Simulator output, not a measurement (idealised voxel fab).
process module | voxel transistor to metal
cross-section cut | 140 nm wide | cells 5 nm
A cross-section is a grid of square cells, given in bands from the top down. A band is one or more rows of cells.
Each band's line starts with the height of the band's top and of its bottom, in nm. Then come its materials from left to right, each with its width in nm. One material with "throughout" fills the band from edge to edge. "air" is empty space.
Height 0 is the level under which the wafer as received is all one material. The lowest band goes on downwards, as in "0 down".
A width such as "30 to 40" changes by the same amount from each row of cells to the next, from the band's top row to its bottom row.
"no change" after a step means that no cell of the cross-section changed.
closed voids: empty space of 8 cells or more with no open way to the top, each as width x height at its distance from the left edge, in nm
after a step's settings: what the simulator itself notes on the step
overlay nm, on a step with a mask: how far to the right of its planned place the mask lay; to the left if negative
plan
1 op RECEIVE | material Si
2 op CONFORMAL_DEP | material SiO2 | thk nm 5
3 op CONFORMAL_DEP | material SiN | thk nm 15
4 op PATTERN | tone cover | mask id ACTIVE | material resist | width nm 105 | thk nm 20 | overlay nm 0
5 op DIRECTIONAL_ETCH | etch materials SiN | depth nm 15
6 op DIRECTIONAL_ETCH | etch materials SiO2 | depth nm 5
7 op DIRECTIONAL_ETCH | etch materials Si | depth nm 30
8 op STRIP | etch materials resist
9 op FILL_DEP | material SiO2 | thk nm 5
10 op CMP | height nm 20
11 op SELECTIVE_ETCH | etch materials SiO2 | depth nm 5
12 op STRIP | etch materials SiN
13 op SELECTIVE_ETCH | etch materials SiO2 | depth nm 5
14 op OXIDIZE | depth nm 5
15 op DIRECTIONAL_DEP | material polySi | thk nm 25
16 op DIRECTIONAL_DEP | material SiCN | thk nm 10
17 op DIRECTIONAL_DEP | material aC | thk nm 15
18 op PATTERN | tone cover | mask id GATE | material resist | width nm 15 | thk nm 30 | overlay nm 0
19 op DIRECTIONAL_ETCH | etch materials aC | depth nm 15
20 op STRIP | etch materials resist
21 op DIRECTIONAL_ETCH | etch materials SiCN | depth nm 20
22 op DIRECTIONAL_ETCH | etch materials polySi | depth nm 35
23 op STRIP | etch materials aC
24 op CONFORMAL_DEP | material SiN | thk nm 10
25 op DIRECTIONAL_ETCH | etch materials SiN | depth nm 10
26 op DIRECTIONAL_ETCH | etch materials SiO2 | depth nm 5
27 op EPI | material pSi | thk nm 5
28 op FILL_DEP | material SiO2 | thk nm 5
29 op CMP | height nm 35
30 op DIRECTIONAL_DEP | material SiO2 | thk nm 10
31 op DIRECTIONAL_DEP | material aC | thk nm 15
32 op PATTERN | tone open | mask id CONTACT | material resist | width nm 20 | pitch nm 65 | thk nm 30 | overlay nm 0
33 op DIRECTIONAL_ETCH | etch materials aC | depth nm 15
34 op STRIP | etch materials resist
35 op DIRECTIONAL_ETCH | etch materials SiO2 | depth nm 45
36 op STRIP | etch materials aC
37 op CONFORMAL_DEP | material TiN | thk nm 5
38 op FILL_DEP | material W | thk nm 5
39 op CMP | height nm 45
40 op DIRECTIONAL_DEP | material TiN | thk nm 5
41 op DIRECTIONAL_DEP | material W | thk nm 20
42 op MASKED_ETCH | tone cover | mask id METAL_1 | width nm 20 | pitch nm 65 | etch materials W | depth nm 20 | overlay nm 0
43 op MASKED_ETCH | tone cover | mask id METAL_1 | width nm 20 | pitch nm 65 | etch materials TiN | depth nm 5 | overlay nm 0
44 op CONFORMAL_DEP | material SiCN | thk nm 5
45 op FILL_DEP | material SiO2 | thk nm 10
46 op CMP | height nm 70
47 op CONFORMAL_DEP | material SiCN | thk nm 5
as received, after step 1
  0 down: Si throughout
  closed voids: none
first wafer at the end, as planned
  75 to 70: SiCN throughout
  70 to 50: SiO2 20 | SiCN 5 | W 20 | SiCN 5 | SiO2 35 | SiCN 5 | W 20 | SiCN 5 | SiO2 25
  50 to 45: SiCN 25 | TiN 20 | SiCN 45 | TiN 20 | SiCN 30
  45 to 35: SiO2 25 | TiN 5 | W 10 | TiN 5 | SiO2 45 | TiN 5 | W 10 | TiN 5 | SiO2 30
  35 to 25: SiO2 25 | TiN 5 | W 10 | TiN 5 | SiO2 5 | SiN 10 | SiCN 15 | SiN 10 | SiO2 5 | TiN 5 | W 10 | TiN 5 | SiO2 30
  25 to 10: SiO2 25 | TiN 5 | W 10 | TiN 5 | SiO2 5 | SiN 10 | polySi 15 | SiN 10 | SiO2 5 | TiN 5 | W 10 | TiN 5 | SiO2 30
  10 to 5: SiO2 10 | SiN 10 | SiO2 5 | TiN 5 | W 10 | TiN 5 | SiO2 5 | SiN 10 | polySi 15 | SiN 10 | SiO2 5 | TiN 5 | W 10 | TiN 5 | SiO2 5 | SiN 10 | SiO2 15
  5 to 0: SiO2 10 | SiN 10 | SiO2 5 | TiN 20 | SiO2 5 | SiN 10 | polySi 15 | SiN 10 | SiO2 5 | TiN 20 | SiO2 5 | SiN 10 | SiO2 15
  0 to -5: SiO2 20 | pSi 30 | SiO2 35 | pSi 30 | SiO2 25
  -5 to -30: SiO2 15 | Si 105 | SiO2 20
  -30 down: Si throughout
  closed voids: none
second wafer at the end: like start, like plan, one mistake
  75 to 70: SiCN throughout
  70 to 50: SiO2 20 | SiCN 5 | W 20 | SiCN 5 | SiO2 35 | SiCN 5 | W 20 | SiCN 5 | SiO2 25
  50 to 45: SiCN 25 | TiN 20 | SiCN 45 | TiN 20 | SiCN 30
  45 to 35: SiO2 25 | SiN 5 | W 10 | SiN 5 | SiO2 45 | SiN 5 | W 10 | SiN 5 | SiO2 30
  35 to 25: SiO2 25 | SiN 5 | W 10 | SiN 5 | SiO2 5 | SiN 10 | SiCN 15 | SiN 10 | SiO2 5 | SiN 5 | W 10 | SiN 5 | SiO2 30
  25 to 10: SiO2 25 | SiN 5 | W 10 | SiN 5 | SiO2 5 | SiN 10 | polySi 15 | SiN 10 | SiO2 5 | SiN 5 | W 10 | SiN 5 | SiO2 30
  10 to 5: SiO2 10 | SiN 10 | SiO2 5 | SiN 5 | W 10 | SiN 5 | SiO2 5 | SiN 10 | polySi 15 | SiN 10 | SiO2 5 | SiN 5 | W 10 | SiN 5 | SiO2 5 | SiN 10 | SiO2 15
  5 to 0: SiO2 10 | SiN 10 | SiO2 5 | SiN 20 | SiO2 5 | SiN 10 | polySi 15 | SiN 10 | SiO2 5 | SiN 20 | SiO2 5 | SiN 10 | SiO2 15
  0 to -5: SiO2 20 | pSi 30 | SiO2 35 | pSi 30 | SiO2 25
  -5 to -30: SiO2 15 | Si 105 | SiO2 20
  -30 down: Si throughout
  closed voids: none
what went wrong: step 37 ran as: op CONFORMAL_DEP | material SiN | thk nm 5
at the end the second wafer has, in cells: 40 more of SiN | 40 fewer of TiN
